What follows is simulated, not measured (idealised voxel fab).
process module | voxel released beams
Pictured: cross-section cut, 205 nm wide, on a grid of 5 nm square cells.
A cross-section is written here as square cells arranged in a grid, and it is given in bands from the top down, each band taking up one or more rows of cells. Read a band's entry like this: the first values are the height of its top and the height of its bottom in nm, and what follows is the sequence of materials from left to right, each with its width in nm. Note that "air" is empty space, and that a single material marked "everywhere" reaches across the band from edge to edge. Heights are measured from 0, the level below which the as-received wafer is all one material; the lowest band has no bottom and continues downward, written as in "top 0, no bottom". Width: "30->40" (first number = top row, second number = bottom row, same change from row to row of cells). Step note "nothing was modified" = no cross-section cell changed. Closed void listing: empty space of 8 cells or more with no open way to the top, each as width x height at its distance from the left edge, in nm. The remark found on a step's line after its settings is issued by the simulator itself and pertains to that step. overlay nm: how far to the right of its planned place the mask lay on this masked step (negative: to the left).

-- Planned step list for the process
| 1 | RECEIVE, material Si |
| 2 | CONFORMAL_DEP, material SiN, thk nm 5 |
| 3 | DIRECTIONAL_DEP, material SiO2, thk nm 20 |
| 4 | MASKED_ETCH, tone open, mask id ANCHOR, width nm 45, etch materials SiO2, depth nm 20, overlay nm 0 |
| 5 | CONFORMAL_DEP, material W, thk nm 15 |
| 6 | DIRECTIONAL_DEP, material aC, thk nm 15 |
| 7 | PATTERN, tone cover, mask id BEAM, material resist, width nm 120, thk nm 35, overlay nm 0 |
| 8 | DIRECTIONAL_ETCH, etch materials aC, depth nm 15 |
| 9 | STRIP, etch materials resist |
| 10 | DIRECTIONAL_ETCH, etch materials W, depth nm 15 |
| 11 | STRIP, etch materials aC |
| 12 | STRIP, etch materials SiO2 |

-- First of two wafers, with the run carried out as planned

-- Cross-section of the wafer upon arrival, representing the state reached after step 1
> top 0, no bottom = Si everywhere
> Closed void listing: none

-- Once step 2 is through, the wafer looks like this in cross-section
> top 5, bottom 0 = SiN everywhere
> Under the height 0 nothing was changed.

-- Once step 3 is through, the wafer looks like this in cross-section
> top 25, bottom 5 = SiO2 everywhere
> Under the height 5 nothing was changed.

-- Once step 4 is through, the wafer looks like this in cross-section
> top 25, bottom 5 = SiO2: 45, air: 45, SiO2: 115
> Under the height 5 nothing was changed.

-- Once step 5 is through, the wafer looks like this in cross-section
> top 40, bottom 25 = W: 60, air: 15, W: 130
> top 25, bottom 20 = SiO2: 45, W: 15, air: 15, W: 15, SiO2: 115
> top 20, bottom 5 = SiO2: 45, W: 45, SiO2: 115
> Under the height 5 nothing was changed.

-- Once step 6 is through, the wafer looks like this in cross-section
> top 55, bottom 40 = aC: 60, air: 15, aC: 130
> top 40, bottom 35 = W: 60, air: 15, W: 130
> top 35, bottom 25 = W: 60, aC: 15, W: 130
> top 25, bottom 20 = SiO2: 45, W: 15, aC: 15, W: 15, SiO2: 115
> Under the height 20 nothing was changed.

-- Once step 7 is through, the wafer looks like this in cross-section
> top 90, bottom 55 = air: 40, resist: 120, air: 45
> top 55, bottom 40 = aC: 60, resist: 15, aC: 130
> top 40, bottom 35 = W: 60, resist: 15, W: 130
> Under the height 35 nothing was changed.

-- Once step 8 is through, the wafer looks like this in cross-section
> top 75, bottom 55 = air: 40, resist: 120, air: 45
> top 55, bottom 40 = air: 40, aC: 20, resist: 15, aC: 85, air: 45
> Under the height 40 nothing was changed.

-- Once step 9 is through, the wafer looks like this in cross-section
> top 55, bottom 40 = air: 40, aC: 20, air: 15, aC: 85, air: 45
> top 40, bottom 35 = W: 60, air: 15, W: 130
> Under the height 35 nothing was changed.

-- Once step 10 is through, the wafer looks like this in cross-section
> top 55, bottom 40 = air: 40, aC: 20, air: 15, aC: 85, air: 45
> top 40, bottom 35 = air: 40, W: 20, air: 15, W: 85, air: 45
> top 35, bottom 25 = air: 40, W: 20, aC: 15, W: 85, air: 45
> Under the height 25 nothing was changed.

-- Once step 11 is through, the wafer looks like this in cross-section
> top 40, bottom 25 = air: 40, W: 20, air: 15, W: 85, air: 45
> top 25, bottom 20 = SiO2: 45, W: 15, air: 15, W: 15, SiO2: 115
> Under the height 20 nothing was changed.

-- Once step 12 is through, the wafer looks like this in cross-section
> top 40, bottom 25 = air: 40, W: 20, air: 15, W: 85, air: 45
> top 25, bottom 20 = air: 45, W: 15, air: 15, W: 15, air: 115
> top 20, bottom 5 = air: 45, W: 45, air: 115
> Under the height 5 nothing was changed.

-- The second wafer began exactly as the first did and followed the same plan, but one mistake was made while running it; through step 1 inclusive, the two wafers are identical

Second wafer, section view, time point: scheduled end of step 2: nothing was modified

-- Second wafer, section view, time point: scheduled end of step 3
> top 20, bottom 0 = SiO2 everywhere
> Under the height 0 nothing was changed.

-- Second wafer, section view, time point: scheduled end of step 4
> top 20, bottom 0 = SiO2: 45, air: 45, SiO2: 115
> Under the height 0 nothing was changed.

-- Second wafer, section view, time point: scheduled end of step 5
> top 35, bottom 20 = W: 60, air: 15, W: 130
> top 20, bottom 15 = SiO2: 45, W: 15, air: 15, W: 15, SiO2: 115
> top 15, bottom 0 = SiO2: 45, W: 45, SiO2: 115
> Under the height 0 nothing was changed.

-- Second wafer, section view, time point: scheduled end of step 6
> top 50, bottom 35 = aC: 60, air: 15, aC: 130
> top 35, bottom 30 = W: 60, air: 15, W: 130
> top 30, bottom 20 = W: 60, aC: 15, W: 130
> top 20, bottom 15 = SiO2: 45, W: 15, aC: 15, W: 15, SiO2: 115
> Under the height 15 nothing was changed.

-- Second wafer, section view, time point: scheduled end of step 7
> top 85, bottom 50 = air: 40, resist: 120, air: 45
> top 50, bottom 35 = aC: 60, resist: 15, aC: 130
> top 35, bottom 30 = W: 60, resist: 15, W: 130
> Under the height 30 nothing was changed.

-- Second wafer, section view, time point: scheduled end of step 8
> top 70, bottom 50 = air: 40, resist: 120, air: 45
> top 50, bottom 35 = air: 40, aC: 20, resist: 15, aC: 85, air: 45
> Under the height 35 nothing was changed.

-- Second wafer, section view, time point: scheduled end of step 9
> top 50, bottom 35 = air: 40, aC: 20, air: 15, aC: 85, air: 45
> top 35, bottom 30 = W: 60, air: 15, W: 130
> Under the height 30 nothing was changed.

-- Second wafer, section view, time point: scheduled end of step 10
> top 50, bottom 35 = air: 40, aC: 20, air: 15, aC: 85, air: 45
> top 35, bottom 30 = air: 40, W: 20, air: 15, W: 85, air: 45
> top 30, bottom 20 = air: 40, W: 20, aC: 15, W: 85, air: 45
> Under the height 20 nothing was changed.

-- Second wafer, section view, time point: scheduled end of step 11
> top 35, bottom 20 = air: 40, W: 20, air: 15, W: 85, air: 45
> top 20, bottom 15 = SiO2: 45, W: 15, air: 15, W: 15, SiO2: 115
> Under the height 15 nothing was changed.

-- Second wafer, section view, time point: scheduled end of step 12
> top 35, bottom 20 = air: 40, W: 20, air: 15, W: 85, air: 45
> top 20, bottom 15 = air: 45, W: 15, air: 15, W: 15, air: 115
> top 15, bottom 0 = air: 45, W: 45, air: 115
> Under the height 0 nothing was changed.
Which mistake was made when the wafer was run? skipped: plan step 2 (never run)
End check, counted in cells, second wafer has more or fewer of these materials than the first: 41 fewer of SiN
